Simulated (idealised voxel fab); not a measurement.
The following is a process module called voxel ribs on slabs.
Square cell edge 5 nm, section width 140 nm, ID cut.
Bands, listed from the top down, are how a cross-section gets written in this document; the cross-section itself is a grid of square cells, and a band is one or more rows of them. First you get the band's top height and its bottom height, in nm, and then the materials it's made of, left to right, with each width in nm. If you see a single material with "throughout", that one covers the band edge to edge. "air" is empty space. Heights are reckoned from 0. Under this level, the received wafer is all of one material. The bottommost band is open-ended downward, for example "z 0 and below". Width: "30..40" (first number = top row, second number = bottom row, same change from row to row of cells). Take "identical to before" at face value: in the step it is given for, the cross-section changed in none of its cells. In "Closed internal voids" the enclosed voids are listed, meaning empty spaces of 8 cells or larger without any opening to the top. The form is width x height at distance, distance from the left edge, units nm. Where a step's line continues beyond its settings, the continuation is a remark by the simulator itself on that step. Each step line may optionally specify "overlay nm", which for a step with a mask gives the rightward distance between the mask's planned place and where it lay, a negative value indicating the leftward direction.
[Process steps foreseen in the plan]
- 1: RECEIVE (material Si)
- 2: DIRECTIONAL_DEP (material SiO2; thk nm 30)
- 3: DIRECTIONAL_DEP (material polySi; thk nm 15)
- 4: DIRECTIONAL_DEP (material aC; thk nm 10)
- 5: PATTERN (tone cover; mask id RIB; material resist; width nm 20; thk nm 30; overlay nm 0)
- 6: DIRECTIONAL_ETCH (etch materials aC; depth nm 10)
- 7: STRIP (etch materials resist)
- 8: DIRECTIONAL_ETCH (etch materials polySi; depth nm 5)
- 9: STRIP (etch materials aC)
- 10: MASKED_ETCH (tone cover; mask id SLAB; width nm 60; etch materials polySi; depth nm 10; overlay nm 0)
- 11: FILL_DEP (material SiO2; thk nm 25)
- 12: CMP (height nm 65)
- 13: DIRECTIONAL_DEP (material TiN; thk nm 5)
- 14: DIRECTIONAL_DEP (material aC; thk nm 15)
- 15: PATTERN (tone cover; mask id HEATER; material resist; width nm 30; thk nm 30; overlay nm 0)
- 16: DIRECTIONAL_ETCH (etch materials aC; depth nm 15)
- 17: STRIP (etch materials resist)
- 18: DIRECTIONAL_ETCH (etch materials TiN; depth nm 5)
- 19: STRIP (etch materials aC)
- 20: CONFORMAL_DEP (material SiO2; thk nm 5)
[Incoming wafer in cross-section (state: after step 1)]
- z 0 and below | Si throughout
- Closed internal voids: none
[One mistake in running the module, otherwise start and plan as above: cross-section at the end]
- z 75 to 70 | 50 nm air, then 40 nm SiO2, then 50 nm air
- z 70 to 65 | 55 nm SiO2, then 30 nm TiN, then 55 nm SiO2
- z 65 to 60 | SiO2 throughout
- z 60 to 55 | 60 nm SiO2, then 20 nm polySi, then 60 nm SiO2
- z 55 to 45 | 40 nm SiO2, then 60 nm polySi, then 40 nm SiO2
- z 45 to 30 | polySi throughout
- z 30 to 0 | SiO2 throughout
- z 0 and below | Si throughout
- Closed internal voids: none
What broke from the plan during processing? yeah, plan step 3 got run twice
